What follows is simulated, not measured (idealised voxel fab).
The following process module bears the name voxel capacitor over wiring.
Cross-section cut: width 295 nm, square cells of 5 nm.
A cross-section is a grid of square cells, given in bands from the top down. A band is one or more rows of cells. Per band: top height and bottom height in nm, followed by the left-to-right materials and their widths in nm; "everywhere" marks a single material spanning edge to edge, "blank" marks empty space. All heights in this document are referenced to 0, defined as the level beneath which the wafer, as received, consists entirely of one material. The lowest band is not bounded below; it extends indefinitely downward and is written in the form "z 0 and below". You'd read "30 to 40" like this: the band's top row of cells is as wide as the first number, its bottom row is as wide as the second, and going down, every row changes width by the same amount as the row before did. Basically "remained the same" means that step didn't change any cell in the cross-section. You'll see "Closed empty spaces" listing empty spaces that have no way open to the top, as long as they're 8 cells or more; the notation is width x height at distance, where the distance is from the left edge, and all of it is in nm. after a step's settings: what the simulator itself notes on the step. overlay nm: step with mask; distance mask lay right of planned place; negative value = left of planned place. Structure of the following material. The material consists of pairs of cross-sections. Each pair comprises the cross-section before one process step and the cross-section after that step, the latter shown only down to the lowest band that changed. The step between the cross-sections is specified beneath each pair, including its settings. Pairs are not necessarily consecutive: they may derive from different runs of this module performed on the same starting wafer. Continuity with the pair above is to be assumed only where the entry headed "Before the process" of the pair in question states it.

[Before the process]
> z 0 and below: Si everywhere
> Closed empty spaces: none

[Structure After Step]
> z 15 to 0: SiO2 everywhere
> Below 0, the layers are the same as they were.
> Closed empty spaces: none
The before and after cross-sections above differ by one step: CONFORMAL_DEP [material SiO2] [thk nm 15]

Before the process: taken from the pair above, after panel.

[Structure After Step]
> z 20 to 15: SiCN everywhere
> Below 15, the layers are the same as they were.
> Closed empty spaces: none
The before and after cross-sections above differ by one step: CONFORMAL_DEP [material SiCN] [thk nm 5]

Before the process: taken from the pair above, after panel.

[Structure After Step]
> z 40 to 20: SiO2 everywhere
> Below 20, the layers are the same as they were.
> Closed empty spaces: none
The before and after cross-sections above differ by one step: DIRECTIONAL_DEP [material SiO2] [thk nm 20]

Before the process: taken from the pair above, after panel.

[Structure After Step]
> z 40 to 20: SiO2: 95; blank: 20; SiO2: 65; blank: 20; SiO2: 95
> Below 20, the layers are the same as they were.
> Closed empty spaces: none
The before and after cross-sections above differ by one step: MASKED_ETCH [tone open] [mask id METAL_1] [width nm 20] [pitch nm 85] [etch materials SiO2] [depth nm 20] [overlay nm 0]

Before the process: taken from the pair above, after panel.

[Structure After Step]
> z 40 to 20: SiO2: 95; blank: 20; SiO2: 65; blank: 20; SiO2: 95
> z 20 to 15: SiCN: 95; blank: 20; SiCN: 65; blank: 20; SiCN: 95
> Below 15, the layers are the same as they were.
> Closed empty spaces: none
The before and after cross-sections above differ by one step: MASKED_ETCH [tone open] [mask id METAL_1] [width nm 20] [pitch nm 85] [etch materials SiCN] [depth nm 5] [overlay nm 0]

Before the process: taken from the pair above, after panel.

[Structure After Step]
> z 45 to 40: TiN: 100; blank: 10; TiN: 75; blank: 10; TiN: 100
> z 40 to 20: SiO2: 95; TiN: 5; blank: 10; TiN: 5; SiO2: 65; TiN: 5; blank: 10; TiN: 5; SiO2: 95
> z 20 to 15: SiCN: 95; TiN: 20; SiCN: 65; TiN: 20; SiCN: 95
> Below 15, the layers are the same as they were.
> Closed empty spaces: none
The before and after cross-sections above differ by one step: CONFORMAL_DEP [material TiN] [thk nm 5]

Before the process: taken from the pair above, after panel.

[Structure After Step]
> z 55 to 45: Cu everywhere
> z 45 to 40: TiN: 100; Cu: 10; TiN: 75; Cu: 10; TiN: 100
> z 40 to 20: SiO2: 95; TiN: 5; Cu: 10; TiN: 5; SiO2: 65; TiN: 5; Cu: 10; TiN: 5; SiO2: 95
> Below 20, the layers are the same as they were.
> Closed empty spaces: none
The before and after cross-sections above differ by one step: FILL_DEP [material Cu] [thk nm 10]

Before the process: taken from the pair above, after panel.

[Structure After Step]
> z 40 to 20: SiO2: 95; TiN: 5; Cu: 10; TiN: 5; SiO2: 65; TiN: 5; Cu: 10; TiN: 5; SiO2: 95
> Below 20, the layers are the same as they were.
> Closed empty spaces: none
The before and after cross-sections above differ by one step: CMP [height nm 40]

Before the process: taken from the pair above, after panel.

[Structure After Step]
> z 45 to 40: SiCN everywhere
> Below 40, the layers are the same as they were.
> Closed empty spaces: none
The before and after cross-sections above differ by one step: CONFORMAL_DEP [material SiCN] [thk nm 5]

Before the process: taken from the pair above, after panel.

[Structure After Step]
> z 55 to 45: SiO2 everywhere
> Below 45, the layers are the same as they were.
> Closed empty spaces: none
The before and after cross-sections above differ by one step: DIRECTIONAL_DEP [material SiO2] [thk nm 10]

Before the process: taken from the pair above, after panel.

[Structure After Step]
> z 70 to 55: aC everywhere
> Below 55, the layers are the same as they were.
> Closed empty spaces: none
The before and after cross-sections above differ by one step: DIRECTIONAL_DEP [material aC] [thk nm 15]

Before the process: taken from the pair above, after panel.

[Structure After Step]
> z 105 to 70: resist: 100; blank: 15; resist: 180
> Below 70, the layers are the same as they were.
> Closed empty spaces: none
The before and after cross-sections above differ by one step: PATTERN [tone open] [mask id PLUG_1] [material resist] [width nm 15] [thk nm 35] [overlay nm 0]

Before the process: taken from the pair above, after panel.

[Structure After Step]
> z 90 to 70: resist: 100; blank: 15; resist: 180
> z 70 to 55: aC: 100; blank: 15; aC: 180
> Below 55, the layers are the same as they were.
> Closed empty spaces: none
The before and after cross-sections above differ by one step: DIRECTIONAL_ETCH [etch materials aC] [depth nm 15]

Before the process: taken from the pair above, after panel.

[Structure After Step]
> z 70 to 55: aC: 100; blank: 15; aC: 180
> Below 55, the layers are the same as they were.
> Closed empty spaces: none
The before and after cross-sections above differ by one step: STRIP [etch materials resist]

Before the process: taken from the pair above, after panel.

[Structure After Step]
> z 70 to 55: aC: 100; blank: 15; aC: 180
> z 55 to 45: SiO2: 100; blank: 15; SiO2: 180
> Below 45, the layers are the same as they were.
> Closed empty spaces: none
The before and after cross-sections above differ by one step: DIRECTIONAL_ETCH [etch materials SiO2] [depth nm 10]

Before the process: taken from the pair above, after panel.

[Structure After Step]
> z 70 to 55: aC: 100; blank: 15; aC: 180
> z 55 to 45: SiO2: 100; blank: 15; SiO2: 180
> z 45 to 40: SiCN: 100; blank: 15; SiCN: 180
> Below 40, the layers are the same as they were.
> Closed empty spaces: none
The before and after cross-sections above differ by one step: DIRECTIONAL_ETCH [etch materials SiCN] [depth nm 5]

Before the process: taken from the pair above, after panel.

[Structure After Step]
> z 55 to 45: SiO2: 100; blank: 15; SiO2: 180
> Below 45, the layers are the same as they were.
> Closed empty spaces: none
The before and after cross-sections above differ by one step: STRIP [etch materials aC]

Before the process: taken from the pair above, after panel.

[Structure After Step]
> z 55 to 50: SiO2: 100; blank: 15; SiO2: 180
> z 50 to 45: SiO2: 100; Ru: 15; SiO2: 180
> z 45 to 40: SiCN: 100; Ru: 15; SiCN: 180
> Below 40, the layers are the same as they were.
> Closed empty spaces: none
The before and after cross-sections above differ by one step: EPI [material Ru] [thk nm 10]

Before the process: taken from the pair above, after panel.

[Structure After Step]
> z 55 to 45: SiO2: 100; Ru: 15; SiO2: 180
> Below 45, the layers are the same as they were.
> Closed empty spaces: none
The before and after cross-sections above differ by one step: EPI [material Ru] [thk nm 5]

Before the process: taken from the pair above, after panel.

[Structure After Step]
> z 65 to 55: TiN everywhere
> Below 55, the layers are the same as they were.
> Closed empty spaces: none
The before and after cross-sections above differ by one step: DIRECTIONAL_DEP [material TiN] [thk nm 10]

Before the process: taken from the pair above, after panel.

[Structure After Step]
> z 70 to 65: SiN everywhere
> Below 65, the layers are the same as they were.
> Closed empty spaces: none
The before and after cross-sections above differ by one step: DIRECTIONAL_DEP [material SiN] [thk nm 5]

Before the process: taken from the pair above, after panel.

[Structure After Step]
> z 75 to 70: TiN everywhere
> Below 70, the layers are the same as they were.
> Closed empty spaces: none
The before and after cross-sections above differ by one step: DIRECTIONAL_DEP [material TiN] [thk nm 5]

Before the process: taken from the pair above, after panel.

[Structure After Step]
> z 90 to 75: aC everywhere
> Below 75, the layers are the same as they were.
> Closed empty spaces: none
The before and after cross-sections above differ by one step: DIRECTIONAL_DEP [material aC] [thk nm 15]

Before the process: taken from the pair above, after panel.

[Structure After Step]
> z 120 to 90: blank: 100; resist: 70; blank: 125
> Below 90, the layers are the same as they were.
> Closed empty spaces: none
The before and after cross-sections above differ by one step: PATTERN [tone cover] [mask id UPPER_PLATE] [material resist] [width nm 70] [thk nm 30] [overlay nm 0]

Before the process: taken from the pair above, after panel.

[Structure After Step]
> z 105 to 90: blank: 100; resist: 70; blank: 125
> z 90 to 75: blank: 100; aC: 70; blank: 125
> Below 75, the layers are the same as they were.
> Closed empty spaces: none
The before and after cross-sections above differ by one step: DIRECTIONAL_ETCH [etch materials aC] [depth nm 15]

Before the process: taken from the pair above, after panel.

[Structure After Step]
> z 90 to 75: blank: 100; aC: 70; blank: 125
> Below 75, the layers are the same as they were.
> Closed empty spaces: none
The before and after cross-sections above differ by one step: STRIP [etch materials resist]

Before the process: taken from the pair above, after panel.

[Structure After Step]
> z 90 to 75: blank: 100; aC: 70; blank: 125
> z 75 to 70: blank: 100; TiN: 70; blank: 125
> Below 70, the layers are the same as they were.
> Closed empty spaces: none
The before and after cross-sections above differ by one step: DIRECTIONAL_ETCH [etch materials TiN] [depth nm 5]

Before the process: taken from the pair above, after panel.

[Structure After Step]
> z 90 to 75: blank: 100; aC: 70; blank: 125
> z 75 to 70: blank: 100; TiN: 70; blank: 125
> z 70 to 65: blank: 100; SiN: 70; blank: 125
> Below 65, the layers are the same as they were.
> Closed empty spaces: none
The before and after cross-sections above differ by one step: DIRECTIONAL_ETCH [etch materials SiN] [depth nm 5]

Before the process: taken from the pair above, after panel.

[Structure After Step]
> z 75 to 70: blank: 100; TiN: 70; blank: 125
> Below 70, the layers are the same as they were.
> Closed empty spaces: none
The before and after cross-sections above differ by one step: STRIP [etch materials aC]

Before the process: taken from the pair above, after panel.

[Structure After Step]
> z 90 to 80: blank: 100; aC: 70; blank: 125
> z 80 to 75: aC everywhere
> z 75 to 70: aC: 100; TiN: 70; aC: 125
> z 70 to 65: aC: 100; SiN: 70; aC: 125
> Below 65, the layers are the same as they were.
> Closed empty spaces: none
The before and after cross-sections above differ by one step: DIRECTIONAL_DEP [material aC] [thk nm 15]

Before the process: taken from the pair above, after panel.

[Structure After Step]
> z 120 to 90: blank: 95; resist: 80; blank: 120
> z 90 to 80: blank: 95; resist: 5; aC: 70; resist: 5; blank: 120
> Below 80, the layers are the same as they were.
> Closed empty spaces: none
The before and after cross-sections above differ by one step: PATTERN [tone cover] [mask id LOWER_PLATE] [material resist] [width nm 80] [thk nm 30] [overlay nm 0]

Before the process: taken from the pair above, after panel.

[Structure After Step]
> z 105 to 90: blank: 95; resist: 80; blank: 120
> z 90 to 80: blank: 95; resist: 5; aC: 70; resist: 5; blank: 120
> z 80 to 75: blank: 95; aC: 80; blank: 120
> z 75 to 70: blank: 95; aC: 5; TiN: 70; aC: 5; blank: 120
> z 70 to 65: blank: 95; aC: 5; SiN: 70; aC: 5; blank: 120
> Below 65, the layers are the same as they were.
> Closed empty spaces: none
The before and after cross-sections above differ by one step: DIRECTIONAL_ETCH [etch materials aC] [depth nm 15]

Before the process: taken from the pair above, after panel.

[Structure After Step]
> z 90 to 80: blank: 100; aC: 70; blank: 125
> Below 80, the layers are the same as they were.
> Closed empty spaces: none
The before and after cross-sections above differ by one step: STRIP [etch materials resist]

Before the process: taken from the pair above, after panel.

[Structure After Step]
> z 90 to 80: blank: 100; aC: 70; blank: 125
> z 80 to 75: blank: 95; aC: 80; blank: 120
> z 75 to 70: blank: 95; aC: 5; TiN: 70; aC: 5; blank: 120
> z 70 to 65: blank: 95; aC: 5; SiN: 70; aC: 5; blank: 120
> z 65 to 55: blank: 95; TiN: 80; blank: 120
> Below 55, the layers are the same as they were.
> Closed empty spaces: none
The before and after cross-sections above differ by one step: DIRECTIONAL_ETCH [etch materials TiN] [depth nm 10]

Before the process: taken from the pair above, after panel.

[Structure After Step]
> z 75 to 70: blank: 100; TiN: 70; blank: 125
> z 70 to 65: blank: 100; SiN: 70; blank: 125
> Below 65, the layers are the same as they were.
> Closed empty spaces: none
The before and after cross-sections above differ by one step: STRIP [etch materials aC]

Before the process: taken from the pair above, after panel.

[Structure After Step]
> z 90 to 75: SiO2 everywhere
> z 75 to 70: SiO2: 100; TiN: 70; SiO2: 125
> z 70 to 65: SiO2: 100; SiN: 70; SiO2: 125
> z 65 to 55: SiO2: 95; TiN: 80; SiO2: 120
> Below 55, the layers are the same as they were.
> Closed empty spaces: none
The before and after cross-sections above differ by one step: FILL_DEP [material SiO2] [thk nm 15]

Before the process: taken from the pair above, after panel.

[Structure After Step]
> z 85 to 75: SiO2 everywhere
> Below 75, the layers are the same as they were.
> Closed empty spaces: none
The before and after cross-sections above differ by one step: CMP [height nm 85]

Before the process: taken from the pair above, after panel.

[Structure After Step]
> z 95 to 85: aC everywhere
> Below 85, the layers are the same as they were.
> Closed empty spaces: none
The before and after cross-sections above differ by one step: DIRECTIONAL_DEP [material aC] [thk nm 10]

Before the process: taken from the pair above, after panel.

[Structure After Step]
> z 120 to 95: resist: 110; blank: 15; resist: 170
> Below 95, the layers are the same as they were.
> Closed empty spaces: none
The before and after cross-sections above differ by one step: PATTERN [tone open] [mask id PLUG_2] [material resist] [width nm 15] [thk nm 25] [overlay nm 0]

Before the process: taken from the pair above, after panel.

[Structure After Step]
> z 110 to 95: resist: 110; blank: 15; resist: 170
> z 95 to 85: aC: 110; blank: 15; aC: 170
> Below 85, the layers are the same as they were.
> Closed empty spaces: none
The before and after cross-sections above differ by one step: DIRECTIONAL_ETCH [etch materials aC] [depth nm 10]

Before the process: taken from the pair above, after panel.

[Structure After Step]
> z 95 to 85: aC: 110; blank: 15; aC: 170
> Below 85, the layers are the same as they were.
> Closed empty spaces: none
The before and after cross-sections above differ by one step: STRIP [etch materials resist]

Before the process: taken from the pair above, after panel.

[Structure After Step]
> z 95 to 85: aC: 110; blank: 15; aC: 170
> z 85 to 75: SiO2: 110; blank: 15; SiO2: 170
> Below 75, the layers are the same as they were.
> Closed empty spaces: none
The before and after cross-sections above differ by one step: DIRECTIONAL_ETCH [etch materials SiO2] [depth nm 10]

Before the process: taken from the pair above, after panel.

[Structure After Step]
> z 85 to 75: SiO2: 110; blank: 15; SiO2: 170
> Below 75, the layers are the same as they were.
> Closed empty spaces: none
The before and after cross-sections above differ by one step: STRIP [etch materials aC]

Before the process: taken from the pair above, after panel.

[Structure After Step]
> z 90 to 85: TiN: 115; blank: 5; TiN: 175
> z 85 to 80: SiO2: 110; TiN: 5; blank: 5; TiN: 5; SiO2: 170
> z 80 to 70: SiO2: 110 to 100; TiN: 15 to 70; SiO2: 170 to 125
> Below 70, the layers are the same as they were.
> Closed empty spaces: none
The before and after cross-sections above differ by one step: CONFORMAL_DEP [material TiN] [thk nm 5]

Before the process: taken from the pair above, after panel.

[Structure After Step]
> z 95 to 90: Cu everywhere
> z 90 to 85: TiN: 115; Cu: 5; TiN: 175
> z 85 to 80: SiO2: 110; TiN: 5; Cu: 5; TiN: 5; SiO2: 170
> Below 80, the layers are the same as they were.
> Closed empty spaces: none
The before and after cross-sections above differ by one step: FILL_DEP [material Cu] [thk nm 5]

Before the process: taken from the pair above, after panel.

[Structure After Step]
> z 85 to 80: SiO2: 110; TiN: 5; Cu: 5; TiN: 5; SiO2: 170
> Below 80, the layers are the same as they were.
> Closed empty spaces: none
The before and after cross-sections above differ by one step: CMP [height nm 85]

Before the process: taken from the pair above, after panel.

[Structure After Step]
> z 90 to 85: SiN everywhere
> Below 85, the layers are the same as they were.
> Closed empty spaces: none
The before and after cross-sections above differ by one step: CONFORMAL_DEP [material SiN] [thk nm 5]

[Before the process]
> z 15 to 0: SiO2 everywhere
> z 0 and below: Si everywhere
> Closed empty spaces: none

[Structure After Step]
> z 35 to 0: SiO2 everywhere
> Below 0, the layers are the same as they were.
> Closed empty spaces: none
The before and after cross-sections above differ by one step: DIRECTIONAL_DEP [material SiO2] [thk nm 20]

Before the process: taken from the pair above, after panel.

[Structure After Step]
> z 35 to 15: SiO2: 95; blank: 20; SiO2: 65; blank: 20; SiO2: 95
> Below 15, the layers are the same as they were.
> Closed empty spaces: none
The before and after cross-sections above differ by one step: MASKED_ETCH [tone open] [mask id METAL_1] [width nm 20] [pitch nm 85] [etch materials SiO2] [depth nm 20] [overlay nm 0]

Before the process: taken from the pair above, after panel.

[Structure After Step]
> z 40 to 35: TiN: 100; blank: 10; TiN: 75; blank: 10; TiN: 100
> z 35 to 20: SiO2: 95; TiN: 5; blank: 10; TiN: 5; SiO2: 65; TiN: 5; blank: 10; TiN: 5; SiO2: 95
> z 20 to 15: SiO2: 95; TiN: 20; SiO2: 65; TiN: 20; SiO2: 95
> Below 15, the layers are the same as they were.
> Closed empty spaces: none
The before and after cross-sections above differ by one step: CONFORMAL_DEP [material TiN] [thk nm 5]

Before the process: taken from the pair above, after panel.

[Structure After Step]
> z 50 to 40: Cu everywhere
> z 40 to 35: TiN: 100; Cu: 10; TiN: 75; Cu: 10; TiN: 100
> z 35 to 20: SiO2: 95; TiN: 5; Cu: 10; TiN: 5; SiO2: 65; TiN: 5; Cu: 10; TiN: 5; SiO2: 95
> Below 20, the layers are the same as they were.
> Closed empty spaces: none
The before and after cross-sections above differ by one step: FILL_DEP [material Cu] [thk nm 10]

Before the process: taken from the pair above, after panel.

[Structure After Step]
> z 40 to 35: TiN: 100; Cu: 10; TiN: 75; Cu: 10; TiN: 100
> Below 35, the layers are the same as they were.
> Closed empty spaces: none
The before and after cross-sections above differ by one step: CMP [height nm 40]

Before the process: taken from the pair above, after panel.

[Structure After Step]
> z 45 to 40: SiCN everywhere
> Below 40, the layers are the same as they were.
> Closed empty spaces: none
The before and after cross-sections above differ by one step: CONFORMAL_DEP [material SiCN] [thk nm 5]

Before the process: taken from the pair above, after panel.

[Structure After Step]
> z 55 to 45: SiO2 everywhere
> Below 45, the layers are the same as they were.
> Closed empty spaces: none
The before and after cross-sections above differ by one step: DIRECTIONAL_DEP [material SiO2] [thk nm 10]

Before the process: taken from the pair above, after panel.

[Structure After Step]
> z 70 to 55: aC everywhere
> Below 55, the layers are the same as they were.
> Closed empty spaces: none
The before and after cross-sections above differ by one step: DIRECTIONAL_DEP [material aC] [thk nm 15]

Before the process: taken from the pair above, after panel.

[Structure After Step]
> z 105 to 70: resist: 100; blank: 15; resist: 180
> Below 70, the layers are the same as they were.
> Closed empty spaces: none
The before and after cross-sections above differ by one step: PATTERN [tone open] [mask id PLUG_1] [material resist] [width nm 15] [thk nm 35] [overlay nm 0]

Before the process: taken from the pair above, after panel.

[Structure After Step]
> z 90 to 70: resist: 100; blank: 15; resist: 180
> z 70 to 55: aC: 100; blank: 15; aC: 180
> Below 55, the layers are the same as they were.
> Closed empty spaces: none
The before and after cross-sections above differ by one step: DIRECTIONAL_ETCH [etch materials aC] [depth nm 15]

Before the process: taken from the pair above, after panel.

[Structure After Step]
> z 70 to 55: aC: 100; blank: 15; aC: 180
> Below 55, the layers are the same as they were.
> Closed empty spaces: none
The before and after cross-sections above differ by one step: STRIP [etch materials resist]

Before the process: taken from the pair above, after panel.

[Structure After Step]
> z 70 to 55: aC: 100; blank: 15; aC: 180
> z 55 to 45: SiO2: 100; blank: 15; SiO2: 180
> Below 45, the layers are the same as they were.
> Closed empty spaces: none
The before and after cross-sections above differ by one step: DIRECTIONAL_ETCH [etch materials SiO2] [depth nm 10]

Before the process: taken from the pair above, after panel.

[Structure After Step]
> z 70 to 55: aC: 100; blank: 15; aC: 180
> z 55 to 45: SiO2: 100; blank: 15; SiO2: 180
> z 45 to 40: SiCN: 100; blank: 15; SiCN: 180
> Below 40, the layers are the same as they were.
> Closed empty spaces: none
The before and after cross-sections above differ by one step: DIRECTIONAL_ETCH [etch materials SiCN] [depth nm 5]

Before the process: taken from the pair above, after panel.

[Structure After Step]
> z 55 to 45: SiO2: 100; blank: 15; SiO2: 180
> Below 45, the layers are the same as they were.
> Closed empty spaces: none
The before and after cross-sections above differ by one step: STRIP [etch materials aC]

Before the process: taken from the pair above, after panel.

[Structure After Step]
> z 55 to 50: SiO2: 100; blank: 15; SiO2: 180
> z 50 to 45: SiO2: 100; Ru: 15; SiO2: 180
> z 45 to 40: SiCN: 100; Ru: 15; SiCN: 180
> Below 40, the layers are the same as they were.
> Closed empty spaces: none
The before and after cross-sections above differ by one step: EPI [material Ru] [thk nm 10]

Before the process: taken from the pair above, after panel.

[Structure After Step]
> z 55 to 45: SiO2: 100; Ru: 15; SiO2: 180
> Below 45, the layers are the same as they were.
> Closed empty spaces: none
The before and after cross-sections above differ by one step: EPI [material Ru] [thk nm 5]

Before the process: taken from the pair above, after panel.

[Structure After Step]
> z 65 to 55: TiN everywhere
> Below 55, the layers are the same as they were.
> Closed empty spaces: none
The before and after cross-sections above differ by one step: DIRECTIONAL_DEP [material TiN] [thk nm 10]

Before the process: taken from the pair above, after panel.

[Structure After Step]
> z 70 to 65: SiN everywhere
> Below 65, the layers are the same as they were.
> Closed empty spaces: none
The before and after cross-sections above differ by one step: DIRECTIONAL_DEP [material SiN] [thk nm 5]

Before the process: taken from the pair above, after panel.

[Structure After Step]
> z 75 to 70: TiN everywhere
> Below 70, the layers are the same as they were.
> Closed empty spaces: none
The before and after cross-sections above differ by one step: DIRECTIONAL_DEP [material TiN] [thk nm 5]

Before the process: taken from the pair above, after panel.

[Structure After Step]
> z 90 to 75: aC everywhere
> Below 75, the layers are the same as they were.
> Closed empty spaces: none
The before and after cross-sections above differ by one step: DIRECTIONAL_DEP [material aC] [thk nm 15]

Before the process: taken from the pair above, after panel.

[Structure After Step]
> z 120 to 90: blank: 100; resist: 70; blank: 125
> Below 90, the layers are the same as they were.
> Closed empty spaces: none
The before and after cross-sections above differ by one step: PATTERN [tone cover] [mask id UPPER_PLATE] [material resist] [width nm 70] [thk nm 30] [overlay nm 0]

Before the process: taken from the pair above, after panel.

[Structure After Step]
> z 105 to 90: blank: 100; resist: 70; blank: 125
> z 90 to 75: blank: 100; aC: 70; blank: 125
> Below 75, the layers are the same as they were.
> Closed empty spaces: none
The before and after cross-sections above differ by one step: DIRECTIONAL_ETCH [etch materials aC] [depth nm 15]

Before the process: taken from the pair above, after panel.

[Structure After Step]
> z 90 to 75: blank: 100; aC: 70; blank: 125
> Below 75, the layers are the same as they were.
> Closed empty spaces: none
The before and after cross-sections above differ by one step: STRIP [etch materials resist]

Before the process: taken from the pair above, after panel.

[Structure After Step]
> z 90 to 75: blank: 100; aC: 70; blank: 125
> z 75 to 70: blank: 100; TiN: 70; blank: 125
> Below 70, the layers are the same as they were.
> Closed empty spaces: none
The before and after cross-sections above differ by one step: DIRECTIONAL_ETCH [etch materials TiN] [depth nm 5]

Before the process: taken from the pair above, after panel.

[Structure After Step]
> z 90 to 75: blank: 100; aC: 70; blank: 125
> z 75 to 70: blank: 100; TiN: 70; blank: 125
> z 70 to 65: blank: 100; SiN: 70; blank: 125
> Below 65, the layers are the same as they were.
> Closed empty spaces: none
The before and after cross-sections above differ by one step: DIRECTIONAL_ETCH [etch materials SiN] [depth nm 5]

Before the process: taken from the pair above, after panel.

[Structure After Step]
> z 75 to 70: blank: 100; TiN: 70; blank: 125
> Below 70, the layers are the same as they were.
> Closed empty spaces: none
The before and after cross-sections above differ by one step: STRIP [etch materials aC]

Before the process: taken from the pair above, after panel.

[Structure After Step]
> z 90 to 80: blank: 100; aC: 70; blank: 125
> z 80 to 75: aC everywhere
> z 75 to 70: aC: 100; TiN: 70; aC: 125
> z 70 to 65: aC: 100; SiN: 70; aC: 125
> Below 65, the layers are the same as they were.
> Closed empty spaces: none
The before and after cross-sections above differ by one step: DIRECTIONAL_DEP [material aC] [thk nm 15]

Before the process: taken from the pair above, after panel.

[Structure After Step]
> z 120 to 90: blank: 95; resist: 80; blank: 120
> z 90 to 80: blank: 95; resist: 5; aC: 70; resist: 5; blank: 120
> Below 80, the layers are the same as they were.
> Closed empty spaces: none
The before and after cross-sections above differ by one step: PATTERN [tone cover] [mask id LOWER_PLATE] [material resist] [width nm 80] [thk nm 30] [overlay nm 0]

Before the process: taken from the pair above, after panel.

[Structure After Step]
> z 105 to 90: blank: 95; resist: 80; blank: 120
> z 90 to 80: blank: 95; resist: 5; aC: 70; resist: 5; blank: 120
> z 80 to 75: blank: 95; aC: 80; blank: 120
> z 75 to 70: blank: 95; aC: 5; TiN: 70; aC: 5; blank: 120
> z 70 to 65: blank: 95; aC: 5; SiN: 70; aC: 5; blank: 120
> Below 65, the layers are the same as they were.
> Closed empty spaces: none
The before and after cross-sections above differ by one step: DIRECTIONAL_ETCH [etch materials aC] [depth nm 15]

Before the process: taken from the pair above, after panel.

[Structure After Step]
> z 90 to 80: blank: 100; aC: 70; blank: 125
> Below 80, the layers are the same as they were.
> Closed empty spaces: none
The before and after cross-sections above differ by one step: STRIP [etch materials resist]

Before the process: taken from the pair above, after panel.

[Structure After Step]
> z 90 to 80: blank: 100; aC: 70; blank: 125
> z 80 to 75: blank: 95; aC: 80; blank: 120
> z 75 to 70: blank: 95; aC: 5; TiN: 70; aC: 5; blank: 120
> z 70 to 65: blank: 95; aC: 5; SiN: 70; aC: 5; blank: 120
> z 65 to 55: blank: 95; TiN: 80; blank: 120
> Below 55, the layers are the same as they were.
> Closed empty spaces: none
The before and after cross-sections above differ by one step: DIRECTIONAL_ETCH [etch materials TiN] [depth nm 10]

Before the process: taken from the pair above, after panel.

[Structure After Step]
> z 75 to 70: blank: 100; TiN: 70; blank: 125
> z 70 to 65: blank: 100; SiN: 70; blank: 125
> Below 65, the layers are the same as they were.
> Closed empty spaces: none
The before and after cross-sections above differ by one step: STRIP [etch materials aC]

Before the process: taken from the pair above, after panel.

[Structure After Step]
> z 90 to 75: SiO2 everywhere
> z 75 to 70: SiO2: 100; TiN: 70; SiO2: 125
> z 70 to 65: SiO2: 100; SiN: 70; SiO2: 125
> z 65 to 55: SiO2: 95; TiN: 80; SiO2: 120
> Below 55, the layers are the same as they were.
> Closed empty spaces: none
The before and after cross-sections above differ by one step: FILL_DEP [material SiO2] [thk nm 15]

Before the process: taken from the pair above, after panel.

[Structure After Step]
> z 85 to 75: SiO2 everywhere
> Below 75, the layers are the same as they were.
> Closed empty spaces: none
The before and after cross-sections above differ by one step: CMP [height nm 85]

Before the process: taken from the pair above, after panel.

[Structure After Step]
> z 95 to 85: aC everywhere
> Below 85, the layers are the same as they were.
> Closed empty spaces: none
The before and after cross-sections above differ by one step: DIRECTIONAL_DEP [material aC] [thk nm 10]

Before the process: taken from the pair above, after panel.

[Structure After Step]
> z 120 to 95: resist: 110; blank: 15; resist: 170
> Below 95, the layers are the same as they were.
> Closed empty spaces: none
The before and after cross-sections above differ by one step: PATTERN [tone open] [mask id PLUG_2] [material resist] [width nm 15] [thk nm 25] [overlay nm 0]

Before the process: taken from the pair above, after panel.

[Structure After Step]
> z 110 to 95: resist: 110; blank: 15; resist: 170
> z 95 to 85: aC: 110; blank: 15; aC: 170
> Below 85, the layers are the same as they were.
> Closed empty spaces: none
The before and after cross-sections above differ by one step: DIRECTIONAL_ETCH [etch materials aC] [depth nm 10]

Before the process: taken from the pair above, after panel.

[Structure After Step]
> z 95 to 85: aC: 110; blank: 15; aC: 170
> Below 85, the layers are the same as they were.
> Closed empty spaces: none
The before and after cross-sections above differ by one step: STRIP [etch materials resist]

Before the process: taken from the pair above, after panel.

[Structure After Step]
> z 95 to 85: aC: 110; blank: 15; aC: 170
> z 85 to 75: SiO2: 110; blank: 15; SiO2: 170
> Below 75, the layers are the same as they were.
> Closed empty spaces: none
The before and after cross-sections above differ by one step: DIRECTIONAL_ETCH [etch materials SiO2] [depth nm 10]

Before the process: taken from the pair above, after panel.

[Structure After Step]
> z 85 to 75: SiO2: 110; blank: 15; SiO2: 170
> Below 75, the layers are the same as they were.
> Closed empty spaces: none
The before and after cross-sections above differ by one step: STRIP [etch materials aC]

Before the process: taken from the pair above, after panel.

[Structure After Step]
> z 90 to 85: TiN: 115; blank: 5; TiN: 175
> z 85 to 80: SiO2: 110; TiN: 5; blank: 5; TiN: 5; SiO2: 170
> z 80 to 70: SiO2: 110 to 100; TiN: 15 to 70; SiO2: 170 to 125
> Below 70, the layers are the same as they were.
> Closed empty spaces: none
The before and after cross-sections above differ by one step: CONFORMAL_DEP [material TiN] [thk nm 5]

Before the process: taken from the pair above, after panel.

[Structure After Step]
> z 95 to 90: Cu everywhere
> z 90 to 85: TiN: 115; Cu: 5; TiN: 175
> z 85 to 80: SiO2: 110; TiN: 5; Cu: 5; TiN: 5; SiO2: 170
> Below 80, the layers are the same as they were.
> Closed empty spaces: none
The before and after cross-sections above differ by one step: FILL_DEP [material Cu] [thk nm 5]

Before the process: taken from the pair above, after panel.

[Structure After Step]
> z 85 to 80: SiO2: 110; TiN: 5; Cu: 5; TiN: 5; SiO2: 170
> Below 80, the layers are the same as they were.
> Closed empty spaces: none
The before and after cross-sections above differ by one step: CMP [height nm 85]

Before the process: taken from the pair above, after panel.

[Structure After Step]
> z 90 to 85: SiN everywhere
> Below 85, the layers are the same as they were.
> Closed empty spaces: none
The before and after cross-sections above differ by one step: CONFORMAL_DEP [material SiN] [thk nm 5]

[Before the process]
> z 15 to 0: SiO2 everywhere
> z 0 and below: Si everywhere
> Closed empty spaces: none

[Structure After Step]
> z 30 to 0: SiO2 everywhere
> Below 0, the layers are the same as they were.
> Closed empty spaces: none
The before and after cross-sections above differ by one step: CONFORMAL_DEP [material SiO2] [thk nm 15]

Before the process: taken from the pair above, after panel.

[Structure After Step]
> z 35 to 30: SiCN everywhere
> Below 30, the layers are the same as they were.
> Closed empty spaces: none
The before and after cross-sections above differ by one step: CONFORMAL_DEP [material SiCN] [thk nm 5]

Before the process: taken from the pair above, after panel.

[Structure After Step]
> z 55 to 35: SiO2 everywhere
> Below 35, the layers are the same as they were.
> Closed empty spaces: none
The before and after cross-sections above differ by one step: DIRECTIONAL_DEP [material SiO2] [thk nm 20]
